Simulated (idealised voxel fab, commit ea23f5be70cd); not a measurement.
process module | voxel self aligned contacts
cross-section cut | 205 nm wide | cells 5 nm
A cross-section is a grid of square cells, given in bands from the top down. A band is one or more rows of cells.
Each band's line starts with the height of the band's top and of its bottom, in nm. Then come its materials from left to right, each with its width in nm. One material with "throughout" fills the band from edge to edge. "air" is empty space.
Height 0 is the level under which the wafer as received is all one material. The lowest band goes on downwards, as in "0 down".
A width such as "30 to 40" changes by the same amount from each row of cells to the next, from the band's top row to its bottom row.
"no change" after a step means that no cell of the cross-section changed.
closed voids: empty space of 8 cells or more with no open way to the top, each as width x height at its distance from the left edge, in nm
after a step's settings: what the simulator itself notes on the step
overlay nm, on a step with a mask: how far to the right of its planned place the mask lay; to the left if negative
plan
1 op RECEIVE | material Si
2 op OXIDIZE | depth nm 5
3 op DIRECTIONAL_DEP | material polySi | thk nm 30
4 op DIRECTIONAL_DEP | material SiN | thk nm 20
5 op MASKED_ETCH | tone cover | mask id GATE | width nm 25 | pitch nm 50 | etch materials SiN | depth nm 20 | overlay nm 0
6 op MASKED_ETCH | tone cover | mask id GATE | width nm 25 | pitch nm 50 | etch materials polySi | depth nm 30 | overlay nm 0
7 op CONFORMAL_DEP | material SiN | thk nm 5
8 op DIRECTIONAL_ETCH | etch materials SiN | depth nm 5
9 op FILL_DEP | material SiO2 | thk nm 10
10 op CMP | height nm 55
11 op DIRECTIONAL_DEP | material aC | thk nm 10
12 op PATTERN | tone open | mask id CONTACT | material resist | width nm 35 | thk nm 25 | overlay nm 0
13 op DIRECTIONAL_ETCH | etch materials aC | depth nm 10
14 op STRIP | etch materials resist
15 op DIRECTIONAL_ETCH | etch materials SiO2 | depth nm 60
16 op STRIP | etch materials aC
17 op CONFORMAL_DEP | material TiN | thk nm 5
18 op FILL_DEP | material W | thk nm 10
19 op CMP | height nm 55
20 op CONFORMAL_DEP | material SiCN | thk nm 5
as received, after step 1
  0 down: Si throughout
  closed voids: none
first wafer at the end, as planned
  60 to 55: SiCN throughout
  55 to 50: SiO2 85 | TiN 15 | W 5 | TiN 15 | SiO2 85
  50 to 30: SiO2 60 | SiN 35 | TiN 5 | W 5 | TiN 5 | SiN 35 | SiO2 60
  30 to 0: SiO2 60 | SiN 5 | polySi 25 | SiN 5 | TiN 5 | W 5 | TiN 5 | SiN 5 | polySi 25 | SiN 5 | SiO2 60
  0 to -5: SiO2 95 | TiN 15 | SiO2 95
  -5 down: Si throughout
  closed voids: none
second wafer at the end: like start, like plan, one mistake
  60 to 55: SiCN throughout
  55 to 50: SiO2 85 | TiN 15 | W 5 | TiN 15 | SiO2 85
  50 to 30: SiO2 60 | SiN 35 | TiN 5 | W 5 | TiN 5 | SiN 35 | SiO2 60
  30 to 5: SiO2 60 | SiN 5 | polySi 25 | SiN 5 | TiN 5 | W 5 | TiN 5 | SiN 5 | polySi 25 | SiN 5 | SiO2 60
  5 to 0: SiO2 60 | SiN 5 | polySi 25 | SiN 5 | TiN 15 | SiN 5 | polySi 25 | SiN 5 | SiO2 60
  0 down: Si throughout
  closed voids: none
what went wrong: step 2 was left out
at the end the second wafer has, in cells: 41 more of Si | 38 fewer of SiO2 | 2 fewer of TiN | 1 fewer of W
